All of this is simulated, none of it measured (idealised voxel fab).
The process module presented herein is designated voxel transistor to metal.
The width of the displayed cross-section, cut, is 185 nm; its cells are square, with a size of 5 nm.
Cross-sections here: square-cell grids, written as top-down lists of bands, a band being one or more rows of cells. Read a band's entry like this: the first values are the height of its top and the height of its bottom in nm, and what follows is the sequence of materials from left to right, each with its width in nm. Note that "air" is empty space, and that a single material marked "everywhere" reaches across the band from edge to edge. Heights from 0 (as-received wafer is one material below). Bottom band endless downward, as "0 -> down". You'd read "30..40" like this: the band's top row of cells is as wide as the first number, its bottom row is as wide as the second, and going down, every row changes width by the same amount as the row before did. Step note "same as before" = no cross-section cell changed. In "Enclosed internal voids" the enclosed voids are listed, meaning empty spaces of 8 cells or larger without any opening to the top. The form is width x height at distance, distance from the left edge, units nm. What comes after the settings on a step's line is commentary from the simulator itself on that step. The optional step-line setting "overlay nm" applies to steps with a mask and quantifies how far to the right of its planned location the mask lay, a negative value indicating leftward placement.
# Process steps - plan
| 1 | RECEIVE: material Si |
| 2 | CONFORMAL_DEP: material SiO2, thk nm 5 |
| 3 | CONFORMAL_DEP: material SiN, thk nm 15 |
| 4 | PATTERN: tone cover, mask id ACTIVE, material resist, width nm 105, thk nm 15, overlay nm 0 |
| 5 | DIRECTIONAL_ETCH: etch materials SiN, depth nm 15 |
| 6 | DIRECTIONAL_ETCH: etch materials SiO2, depth nm 5 |
| 7 | DIRECTIONAL_ETCH: etch materials Si, depth nm 20 |
| 8 | STRIP: etch materials resist |
| 9 | FILL_DEP: material SiO2, thk nm 15 |
| 10 | CMP: height nm 20 |
| 11 | SELECTIVE_ETCH: etch materials SiO2, depth nm 10 |
| 12 | STRIP: etch materials SiN |
| 13 | SELECTIVE_ETCH: etch materials SiO2, depth nm 5 |
| 14 | OXIDIZE: depth nm 5 |
| 15 | DIRECTIONAL_DEP: material polySi, thk nm 25 |
| 16 | DIRECTIONAL_DEP: material SiCN, thk nm 10 |
| 17 | DIRECTIONAL_DEP: material aC, thk nm 15 |
| 18 | PATTERN: tone cover, mask id GATE, material resist, width nm 25, thk nm 30, overlay nm 0 |
| 19 | DIRECTIONAL_ETCH: etch materials aC, depth nm 15 |
| 20 | STRIP: etch materials resist |
| 21 | DIRECTIONAL_ETCH: etch materials SiCN, depth nm 20 |
| 22 | DIRECTIONAL_ETCH: etch materials polySi, depth nm 35 |
| 23 | STRIP: etch materials aC |
| 24 | CONFORMAL_DEP: material SiO2, thk nm 5 |
| 25 | DIRECTIONAL_ETCH: etch materials SiO2, depth nm 5 |
| 26 | CONFORMAL_DEP: material SiN, thk nm 5 |
| 27 | DIRECTIONAL_ETCH: etch materials SiN, depth nm 5 |
| 28 | DIRECTIONAL_ETCH: etch materials SiO2, depth nm 5 |
| 29 | DIRECTIONAL_ETCH: etch materials Si, depth nm 5 |
| 30 | EPI: material nSi, thk nm 10 |
| 31 | FILL_DEP: material SiO2, thk nm 5 |
| 32 | CMP: height nm 25 |
| 33 | STRIP: etch materials polySi |
| 34 | SELECTIVE_ETCH: etch materials SiO2, depth nm 5 |
| 35 | CONFORMAL_DEP: material HfO2, thk nm 5 |
| 36 | CONFORMAL_DEP: material TiN, thk nm 5 |
| 37 | FILL_DEP: material W, thk nm 10 |
| 38 | CMP: height nm 20 |
| 39 | DIRECTIONAL_DEP: material SiO2, thk nm 15 |
| 40 | MASKED_ETCH: tone open, mask id CONTACT, width nm 15, pitch nm 70, etch materials SiO2, depth nm 35, overlay nm 0 |
| 41 | CONFORMAL_DEP: material TiN, thk nm 5 |
| 42 | FILL_DEP: material Ru, thk nm 10 |
| 43 | CMP: height nm 35 |
| 44 | CONFORMAL_DEP: material SiCN, thk nm 5 |
| 45 | DIRECTIONAL_DEP: material lowk, thk nm 20 |
| 46 | MASKED_ETCH: tone open, mask id METAL_1, width nm 15, pitch nm 70, etch materials lowk, depth nm 20, overlay nm 0 |
| 47 | MASKED_ETCH: tone open, mask id METAL_1, width nm 15, pitch nm 70, etch materials SiCN, depth nm 5, overlay nm 0 |
| 48 | CONFORMAL_DEP: material TiN, thk nm 5 |
| 49 | FILL_DEP: material Cu, thk nm 5 |
| 50 | CMP: height nm 60 |
| 51 | EPI: material Ru, thk nm 5 |
| 52 | FILL_DEP: material SiCN, thk nm 5 |
| 53 | DIRECTIONAL_DEP: material SiO2, thk nm 30 |
| 54 | PATTERN: tone open, mask id METAL_2, material resist, width nm 15, pitch nm 70, thk nm 15, overlay nm 0 |
| 55 | DIRECTIONAL_ETCH: etch materials SiO2, depth nm 20 |
| 56 | STRIP: etch materials resist |
| 57 | MASKED_ETCH: tone open, mask id METAL_2_HOLES, width nm 15, pitch nm 70, etch materials SiO2, depth nm 10, overlay nm 0 |
| 58 | MASKED_ETCH: tone open, mask id METAL_2_HOLES, width nm 15, pitch nm 70, etch materials SiCN, depth nm 5, overlay nm 0 |
| 59 | CONFORMAL_DEP: material TiN, thk nm 5 |
| 60 | FILL_DEP: material Ru, thk nm 5 |
| 61 | CMP: height nm 100 |
| 62 | CONFORMAL_DEP: material SiCN, thk nm 5 |
# The first of a set of two wafers, run to plan
# Cross-section of the wafer upon arrival, representing the state reached after step 1
- 0 -> down | Si everywhere
- Enclosed internal voids: none
# So this is the wafer cross-section right after step 2
- 5 -> 0 | SiO2 everywhere
- Note: structure below 0 unchanged.
# So this is the wafer cross-section right after step 3
- 20 -> 5 | SiN everywhere
- Note: structure below 5 unchanged.
# So this is the wafer cross-section right after step 4
- 35 -> 20 | air 40, resist 105, air 40
- Note: structure below 20 unchanged.
# So this is the wafer cross-section right after step 5
- 35 -> 20 | air 40, resist 105, air 40
- 20 -> 5 | air 40, SiN 105, air 40
- Note: structure below 5 unchanged.
# So this is the wafer cross-section right after step 6
- 35 -> 20 | air 40, resist 105, air 40
- 20 -> 5 | air 40, SiN 105, air 40
- 5 -> 0 | air 40, SiO2 105, air 40
- Note: structure below 0 unchanged.
# So this is the wafer cross-section right after step 7
- 35 -> 20 | air 40, resist 105, air 40
- 20 -> 5 | air 40, SiN 105, air 40
- 5 -> 0 | air 40, SiO2 105, air 40
- 0 -> -20 | air 40, Si 105, air 40
- Note: structure below -20 unchanged.
# So this is the wafer cross-section right after step 8
- 20 -> 5 | air 40, SiN 105, air 40
- Note: structure below 5 unchanged.
# So this is the wafer cross-section right after step 9
- 35 -> 20 | SiO2 everywhere
- 20 -> 5 | SiO2 40, SiN 105, SiO2 40
- 5 -> 0 | SiO2 everywhere
- 0 -> -20 | SiO2 40, Si 105, SiO2 40
- Note: structure below -20 unchanged.
# So this is the wafer cross-section right after step 10
- 20 -> 5 | SiO2 40, SiN 105, SiO2 40
- Note: structure below 5 unchanged.
# So this is the wafer cross-section right after step 11
- 20 -> 10 | air 40, SiN 105, air 40
- Note: structure below 10 unchanged.
# So this is the wafer cross-section right after step 12
- 10 -> 5 | SiO2 40, air 105, SiO2 40
- Note: structure below 5 unchanged.
# So this is the wafer cross-section right after step 13
- 5 -> 0 | SiO2 35, air 115, SiO2 35
- Note: structure below 0 unchanged.
# So this is the wafer cross-section right after step 14
- 5 -> 0 | SiO2 35, air 115, SiO2 35
- 0 -> -5 | SiO2 everywhere
- Note: structure below -5 unchanged.
# So this is the wafer cross-section right after step 15
- 30 -> 25 | polySi 35, air 115, polySi 35
- 25 -> 5 | polySi everywhere
- 5 -> 0 | SiO2 35, polySi 115, SiO2 35
- Note: structure below 0 unchanged.
# So this is the wafer cross-section right after step 16
- 40 -> 35 | SiCN 35, air 115, SiCN 35
- 35 -> 30 | SiCN everywhere
- 30 -> 25 | polySi 35, SiCN 115, polySi 35
- Note: structure below 25 unchanged.
# So this is the wafer cross-section right after step 17
- 55 -> 50 | aC 35, air 115, aC 35
- 50 -> 40 | aC everywhere
- 40 -> 35 | SiCN 35, aC 115, SiCN 35
- Note: structure below 35 unchanged.
# So this is the wafer cross-section right after step 18
- 85 -> 55 | air 80, resist 25, air 80
- 55 -> 50 | aC 35, air 45, resist 25, air 45, aC 35
- Note: structure below 50 unchanged.
# So this is the wafer cross-section right after step 19
- 70 -> 50 | air 80, resist 25, air 80
- 50 -> 40 | air 80, aC 25, air 80
- 40 -> 35 | SiCN 35, air 45, aC 25, air 45, SiCN 35
- Note: structure below 35 unchanged.
# So this is the wafer cross-section right after step 20
- 50 -> 40 | air 80, aC 25, air 80
- Note: structure below 40 unchanged.
# So this is the wafer cross-section right after step 21
- 50 -> 35 | air 80, aC 25, air 80
- 35 -> 30 | air 80, SiCN 25, air 80
- 30 -> 25 | polySi 35, air 45, SiCN 25, air 45, polySi 35
- Note: structure below 25 unchanged.
# So this is the wafer cross-section right after step 22
- 50 -> 35 | air 80, aC 25, air 80
- 35 -> 25 | air 80, SiCN 25, air 80
- 25 -> 5 | air 80, polySi 25, air 80
- 5 -> 0 | SiO2 35, air 45, polySi 25, air 45, SiO2 35
- Note: structure below 0 unchanged.
# So this is the wafer cross-section right after step 23
- 35 -> 25 | air 80, SiCN 25, air 80
- Note: structure below 25 unchanged.
# So this is the wafer cross-section right after step 24
- 40 -> 35 | air 75, SiO2 35, air 75
- 35 -> 25 | air 75, SiO2 5, SiCN 25, SiO2 5, air 75
- 25 -> 10 | air 75, SiO2 5, polySi 25, SiO2 5, air 75
- 10 -> 5 | SiO2 40, air 35, SiO2 5, polySi 25, SiO2 5, air 35, SiO2 40
- 5 -> 0 | SiO2 80, polySi 25, SiO2 80
- Note: structure below 0 unchanged.
# So this is the wafer cross-section right after step 25
- 35 -> 25 | air 75, SiO2 5, SiCN 25, SiO2 5, air 75
- 25 -> 5 | air 75, SiO2 5, polySi 25, SiO2 5, air 75
- 5 -> 0 | SiO2 40, air 35, SiO2 5, polySi 25, SiO2 5, air 35, SiO2 40
- Note: structure below 0 unchanged.
# So this is the wafer cross-section right after step 26
- 40 -> 35 | air 70, SiN 45, air 70
- 35 -> 25 | air 70, SiN 5, SiO2 5, SiCN 25, SiO2 5, SiN 5, air 70
- 25 -> 10 | air 70, SiN 5, SiO2 5, polySi 25, SiO2 5, SiN 5, air 70
- 10 -> 5 | SiN 45, air 25, SiN 5, SiO2 5, polySi 25, SiO2 5, SiN 5, air 25, SiN 45
- 5 -> 0 | SiO2 40, SiN 35, SiO2 5, polySi 25, SiO2 5, SiN 35, SiO2 40
- Note: structure below 0 unchanged.
# So this is the wafer cross-section right after step 27
- 35 -> 25 | air 70, SiN 5, SiO2 5, SiCN 25, SiO2 5, SiN 5, air 70
- 25 -> 5 | air 70, SiN 5, SiO2 5, polySi 25, SiO2 5, SiN 5, air 70
- 5 -> 0 | SiO2 40, SiN 5, air 25, SiN 5, SiO2 5, polySi 25, SiO2 5, SiN 5, air 25, SiN 5, SiO2 40
- Note: structure below 0 unchanged.
# So this is the wafer cross-section right after step 28
- 35 -> 30 | air 70, SiN 5, air 5, SiCN 25, air 5, SiN 5, air 70
- 30 -> 25 | air 70, SiN 5, SiO2 5, SiCN 25, SiO2 5, SiN 5, air 70
- 25 -> 5 | air 70, SiN 5, SiO2 5, polySi 25, SiO2 5, SiN 5, air 70
- 5 -> 0 | air 40, SiN 5, air 25, SiN 5, SiO2 5, polySi 25, SiO2 5, SiN 5, air 25, SiN 5, air 40
- 0 -> -5 | SiO2 45, air 25, SiO2 45, air 25, SiO2 45
- Note: structure below -5 unchanged.
# So this is the wafer cross-section right after step 29
- 35 -> 30 | air 70, SiN 5, air 5, SiCN 25, air 5, SiN 5, air 70
- 30 -> 25 | air 70, SiN 5, SiO2 5, SiCN 25, SiO2 5, SiN 5, air 70
- 25 -> 5 | air 70, SiN 5, SiO2 5, polySi 25, SiO2 5, SiN 5, air 70
- 5 -> 0 | air 40, SiN 5, air 25, SiN 5, SiO2 5, polySi 25, SiO2 5, SiN 5, air 25, SiN 5, air 40
- 0 -> -5 | SiO2 45, air 25, SiO2 45, air 25, SiO2 45
- -5 -> -10 | SiO2 40, Si 5, air 25, Si 45, air 25, Si 5, SiO2 40
- Note: structure below -10 unchanged.
# So this is the wafer cross-section right after step 30
- 35 -> 30 | air 70, SiN 5, air 5, SiCN 25, air 5, SiN 5, air 70
- 30 -> 25 | air 70, SiN 5, SiO2 5, SiCN 25, SiO2 5, SiN 5, air 70
- 25 -> 5 | air 70, SiN 5, SiO2 5, polySi 25, SiO2 5, SiN 5, air 70
- 5 -> 0 | air 40, SiN 5, nSi 10, air 5, nSi 10, SiN 5, SiO2 5, polySi 25, SiO2 5, SiN 5, nSi 10, air 5, nSi 10, SiN 5, air 40
- 0 -> -5 | SiO2 45, nSi 25, SiO2 45, nSi 25, SiO2 45
- -5 -> -10 | SiO2 40, Si 5, nSi 25, Si 45, nSi 25, Si 5, SiO2 40
- Note: structure below -10 unchanged.
# So this is the wafer cross-section right after step 31
- 40 -> 35 | SiO2 everywhere
- 35 -> 25 | SiO2 70, SiN 5, SiO2 5, SiCN 25, SiO2 5, SiN 5, SiO2 70
- 25 -> 5 | SiO2 70, SiN 5, SiO2 5, polySi 25, SiO2 5, SiN 5, SiO2 70
- 5 -> 0 | SiO2 40, SiN 5, nSi 10, SiO2 5, nSi 10, SiN 5, SiO2 5, polySi 25, SiO2 5, SiN 5, nSi 10, SiO2 5, nSi 10, SiN 5, SiO2 40
- Note: structure below 0 unchanged.
# So this is the wafer cross-section right after step 32
- 25 -> 5 | SiO2 70, SiN 5, SiO2 5, polySi 25, SiO2 5, SiN 5, SiO2 70
- Note: structure below 5 unchanged.
# So this is the wafer cross-section right after step 33
- 25 -> 5 | SiO2 70, SiN 5, SiO2 5, air 25, SiO2 5, SiN 5, SiO2 70
- 5 -> 0 | SiO2 40, SiN 5, nSi 10, SiO2 5, nSi 10, SiN 5, SiO2 5, air 25, SiO2 5, SiN 5, nSi 10, SiO2 5, nSi 10, SiN 5, SiO2 40
- Note: structure below 0 unchanged.
# So this is the wafer cross-section right after step 34
- 25 -> 20 | air 70, SiN 5, air 35, SiN 5, air 70
- 20 -> 5 | SiO2 70, SiN 5, air 35, SiN 5, SiO2 70
- 5 -> 0 | SiO2 40, SiN 5, nSi 10, SiO2 5, nSi 10, SiN 5, air 35, SiN 5, nSi 10, SiO2 5, nSi 10, SiN 5, SiO2 40
- 0 -> -5 | SiO2 45, nSi 25, SiO2 5, air 35, SiO2 5, nSi 25, SiO2 45
- Note: structure below -5 unchanged.
# So this is the wafer cross-section right after step 35
- 30 -> 25 | air 65, HfO2 15, air 25, HfO2 15, air 65
- 25 -> 20 | HfO2 70, SiN 5, HfO2 5, air 25, HfO2 5, SiN 5, HfO2 70
- 20 -> 5 | SiO2 70, SiN 5, HfO2 5, air 25, HfO2 5, SiN 5, SiO2 70
- 5 -> 0 | SiO2 40, SiN 5, nSi 10, SiO2 5, nSi 10, SiN 5, HfO2 5, air 25, HfO2 5, SiN 5, nSi 10, SiO2 5, nSi 10, SiN 5, SiO2 40
- 0 -> -5 | SiO2 45, nSi 25, SiO2 5, HfO2 35, SiO2 5, nSi 25, SiO2 45
- Note: structure below -5 unchanged.
# So this is the wafer cross-section right after step 36
- 35 -> 30 | air 60, TiN 25, air 15, TiN 25, air 60
- 30 -> 25 | TiN 65, HfO2 15, TiN 5, air 15, TiN 5, HfO2 15, TiN 65
- 25 -> 20 | HfO2 70, SiN 5, HfO2 5, TiN 5, air 15, TiN 5, HfO2 5, SiN 5, HfO2 70
- 20 -> 5 | SiO2 70, SiN 5, HfO2 5, TiN 5, air 15, TiN 5, HfO2 5, SiN 5, SiO2 70
- 5 -> 0 | SiO2 40, SiN 5, nSi 10, SiO2 5, nSi 10, SiN 5, HfO2 5, TiN 25, HfO2 5, SiN 5, nSi 10, SiO2 5, nSi 10, SiN 5, SiO2 40
- Note: structure below 0 unchanged.
# So this is the wafer cross-section right after step 37
- 45 -> 35 | W everywhere
- 35 -> 30 | W 60, TiN 25, W 15, TiN 25, W 60
- 30 -> 25 | TiN 65, HfO2 15, TiN 5, W 15, TiN 5, HfO2 15, TiN 65
- 25 -> 20 | HfO2 70, SiN 5, HfO2 5, TiN 5, W 15, TiN 5, HfO2 5, SiN 5, HfO2 70
- 20 -> 5 | SiO2 70, SiN 5, HfO2 5, TiN 5, W 15, TiN 5, HfO2 5, SiN 5, SiO2 70
- Note: structure below 5 unchanged.
# So this is the wafer cross-section right after step 38
- 20 -> 5 | SiO2 70, SiN 5, HfO2 5, TiN 5, W 15, TiN 5, HfO2 5, SiN 5, SiO2 70
- Note: structure below 5 unchanged.
# So this is the wafer cross-section right after step 39
- 35 -> 20 | SiO2 everywhere
- Note: structure below 20 unchanged.
# So this is the wafer cross-section right after step 40
- 35 -> 20 | SiO2 50, air 15, SiO2 55, air 15, SiO2 50
- 20 -> 5 | SiO2 50, air 15, SiO2 5, SiN 5, HfO2 5, TiN 5, W 15, TiN 5, HfO2 5, SiN 5, SiO2 5, air 15, SiO2 50
- 5 -> 0 | SiO2 40, SiN 5, nSi 10, air 5, nSi 10, SiN 5, HfO2 5, TiN 25, HfO2 5, SiN 5, nSi 10, air 5, nSi 10, SiN 5, SiO2 40
- Note: structure below 0 unchanged.
# So this is the wafer cross-section right after step 41
- 40 -> 35 | TiN 55, air 5, TiN 65, air 5, TiN 55
- 35 -> 20 | SiO2 50, TiN 5, air 5, TiN 5, SiO2 55, TiN 5, air 5, TiN 5, SiO2 50
- 20 -> 10 | SiO2 50, TiN 5, air 5, TiN 5, SiO2 5, SiN 5, HfO2 5, TiN 5, W 15, TiN 5, HfO2 5, SiN 5, SiO2 5, TiN 5, air 5, TiN 5, SiO2 50
- 10 -> 5 | SiO2 50, TiN 15, SiO2 5, SiN 5, HfO2 5, TiN 5, W 15, TiN 5, HfO2 5, SiN 5, SiO2 5, TiN 15, SiO2 50
- 5 -> 0 | SiO2 40, SiN 5, nSi 10, TiN 5, nSi 10, SiN 5, HfO2 5, TiN 25, HfO2 5, SiN 5, nSi 10, TiN 5, nSi 10, SiN 5, SiO2 40
- Note: structure below 0 unchanged.
# So this is the wafer cross-section right after step 42
- 50 -> 40 | Ru everywhere
- 40 -> 35 | TiN 55, Ru 5, TiN 65, Ru 5, TiN 55
- 35 -> 20 | SiO2 50, TiN 5, Ru 5, TiN 5, SiO2 55, TiN 5, Ru 5, TiN 5, SiO2 50
- 20 -> 10 | SiO2 50, TiN 5, Ru 5, TiN 5, SiO2 5, SiN 5, HfO2 5, TiN 5, W 15, TiN 5, HfO2 5, SiN 5, SiO2 5, TiN 5, Ru 5, TiN 5, SiO2 50
- Note: structure below 10 unchanged.
# So this is the wafer cross-section right after step 43
- 35 -> 20 | SiO2 50, TiN 5, Ru 5, TiN 5, SiO2 55, TiN 5, Ru 5, TiN 5, SiO2 50
- Note: structure below 20 unchanged.
# So this is the wafer cross-section right after step 44
- 40 -> 35 | SiCN everywhere
- Note: structure below 35 unchanged.
# So this is the wafer cross-section right after step 45
- 60 -> 40 | lowk everywhere
- Note: structure below 40 unchanged.
# So this is the wafer cross-section right after step 46
- 60 -> 40 | lowk 50, air 15, lowk 55, air 15, lowk 50
- Note: structure below 40 unchanged.
# So this is the wafer cross-section right after step 47
- 60 -> 40 | lowk 50, air 15, lowk 55, air 15, lowk 50
- 40 -> 35 | SiCN 50, air 15, SiCN 55, air 15, SiCN 50
- Note: structure below 35 unchanged.
# So this is the wafer cross-section right after step 48
- 65 -> 60 | TiN 55, air 5, TiN 65, air 5, TiN 55
- 60 -> 40 | lowk 50, TiN 5, air 5, TiN 5, lowk 55, TiN 5, air 5, TiN 5, lowk 50
- 40 -> 35 | SiCN 50, TiN 15, SiCN 55, TiN 15, SiCN 50
- Note: structure below 35 unchanged.
# So this is the wafer cross-section right after step 49
- 70 -> 65 | Cu everywhere
- 65 -> 60 | TiN 55, Cu 5, TiN 65, Cu 5, TiN 55
- 60 -> 40 | lowk 50, TiN 5, Cu 5, TiN 5, lowk 55, TiN 5, Cu 5, TiN 5, lowk 50
- Note: structure below 40 unchanged.
# So this is the wafer cross-section right after step 50
- 60 -> 40 | lowk 50, TiN 5, Cu 5, TiN 5, lowk 55, TiN 5, Cu 5, TiN 5, lowk 50
- Note: structure below 40 unchanged.
# So this is the wafer cross-section right after step 51
- 65 -> 60 | air 45, Ru 25, air 45, Ru 25, air 45
- Note: structure below 60 unchanged.
# So this is the wafer cross-section right after step 52
- 70 -> 65 | SiCN everywhere
- 65 -> 60 | SiCN 45, Ru 25, SiCN 45, Ru 25, SiCN 45
- Note: structure below 60 unchanged.
# So this is the wafer cross-section right after step 53
- 100 -> 70 | SiO2 everywhere
- Note: structure below 70 unchanged.
# So this is the wafer cross-section right after step 54
- 115 -> 100 | resist 50, air 15, resist 55, air 15, resist 50
- Note: structure below 100 unchanged.
# So this is the wafer cross-section right after step 55
- 115 -> 100 | resist 50, air 15, resist 55, air 15, resist 50
- 100 -> 80 | SiO2 50, air 15, SiO2 55, air 15, SiO2 50
- Note: structure below 80 unchanged.
# So this is the wafer cross-section right after step 56
- 100 -> 80 | SiO2 50, air 15, SiO2 55, air 15, SiO2 50
- Note: structure below 80 unchanged.
# So this is the wafer cross-section right after step 57
- 100 -> 70 | SiO2 50, air 15, SiO2 55, air 15, SiO2 50
- Note: structure below 70 unchanged.
# So this is the wafer cross-section right after step 58
- 100 -> 70 | SiO2 50, air 15, SiO2 55, air 15, SiO2 50
- 70 -> 65 | SiCN 50, air 15, SiCN 55, air 15, SiCN 50
- Note: structure below 65 unchanged.
# So this is the wafer cross-section right after step 59
- 105 -> 100 | TiN 55, air 5, TiN 65, air 5, TiN 55
- 100 -> 70 | SiO2 50, TiN 5, air 5, TiN 5, SiO2 55, TiN 5, air 5, TiN 5, SiO2 50
- 70 -> 65 | SiCN 50, TiN 15, SiCN 55, TiN 15, SiCN 50
- Note: structure below 65 unchanged.
# So this is the wafer cross-section right after step 60
- 110 -> 105 | Ru everywhere
- 105 -> 100 | TiN 55, Ru 5, TiN 65, Ru 5, TiN 55
- 100 -> 70 | SiO2 50, TiN 5, Ru 5, TiN 5, SiO2 55, TiN 5, Ru 5, TiN 5, SiO2 50
- Note: structure below 70 unchanged.
# So this is the wafer cross-section right after step 61
- 100 -> 70 | SiO2 50, TiN 5, Ru 5, TiN 5, SiO2 55, TiN 5, Ru 5, TiN 5, SiO2 50
- Note: structure below 70 unchanged.
# So this is the wafer cross-section right after step 62
- 105 -> 100 | SiCN everywhere
- Note: structure below 100 unchanged.
# Now the other wafer: same start, same recipe, but we messed up one thing when running it. Up to and including step 56 it's the same as the first one
# Second wafer: cross-section at the scheduled end of step 57
- 100 -> 90 | SiO2 50, air 20, SiO2 50, air 20, SiO2 45
- 90 -> 80 | SiO2 50, air 15, SiO2 55, air 15, SiO2 50
- 80 -> 70 | SiO2 55, air 10, SiO2 60, air 10, SiO2 50
- Note: structure below 70 unchanged.
# Second wafer: cross-section at the scheduled end of step 58
- 100 -> 90 | SiO2 50, air 20, SiO2 50, air 20, SiO2 45
- 90 -> 80 | SiO2 50, air 15, SiO2 55, air 15, SiO2 50
- 80 -> 70 | SiO2 55, air 10, SiO2 60, air 10, SiO2 50
- 70 -> 65 | SiCN 55, air 10, SiCN 60, air 10, SiCN 50
- Note: structure below 65 unchanged.
# Second wafer: cross-section at the scheduled end of step 59
- 105 -> 100 | TiN 55, air 10, TiN 60, air 10, TiN 50
- 100 -> 90 | SiO2 50, TiN 5, air 10..5, TiN 5..10, SiO2 50, TiN 5, air 10..5, TiN 5..10, SiO2 45
- 90 -> 85 | SiO2 50, TiN 5, air 5, TiN 5, SiO2 55, TiN 5, air 5, TiN 5, SiO2 50
- 85 -> 80 | SiO2 50, TiN 15, SiO2 55, TiN 15, SiO2 50
- 80 -> 70 | SiO2 55, TiN 10, SiO2 60, TiN 10, SiO2 50
- 70 -> 65 | SiCN 55, TiN 10, SiCN 60, TiN 10, SiCN 50
- Note: structure below 65 unchanged.
# Second wafer: cross-section at the scheduled end of step 60
- 110 -> 105 | Ru everywhere
- 105 -> 100 | TiN 55, Ru 10, TiN 60, Ru 10, TiN 50
- 100 -> 90 | SiO2 50, TiN 5, Ru 10..5, TiN 5..10, SiO2 50, TiN 5, Ru 10..5, TiN 5..10, SiO2 45
- 90 -> 85 | SiO2 50, TiN 5, Ru 5, TiN 5, SiO2 55, TiN 5, Ru 5, TiN 5, SiO2 50
- Note: structure below 85 unchanged.
# Second wafer: cross-section at the scheduled end of step 61
- 100 -> 90 | SiO2 50, TiN 5, Ru 10..5, TiN 5..10, SiO2 50, TiN 5, Ru 10..5, TiN 5..10, SiO2 45
- Note: structure below 90 unchanged.
# Second wafer: cross-section at the scheduled end of step 62
- 105 -> 100 | SiCN everywhere
- Note: structure below 100 unchanged.
Error vs. plan: contrary to plan, step 57 was performed as MASKED_ETCH: tone open, mask id METAL_2_HOLES, width nm 15, pitch nm 70, etch materials SiO2, depth nm 10, overlay nm 5
Cell-count delta at end, second wafer over first, by material: Ru: 4 fewer | SiCN: 2 more | TiN: 2 more
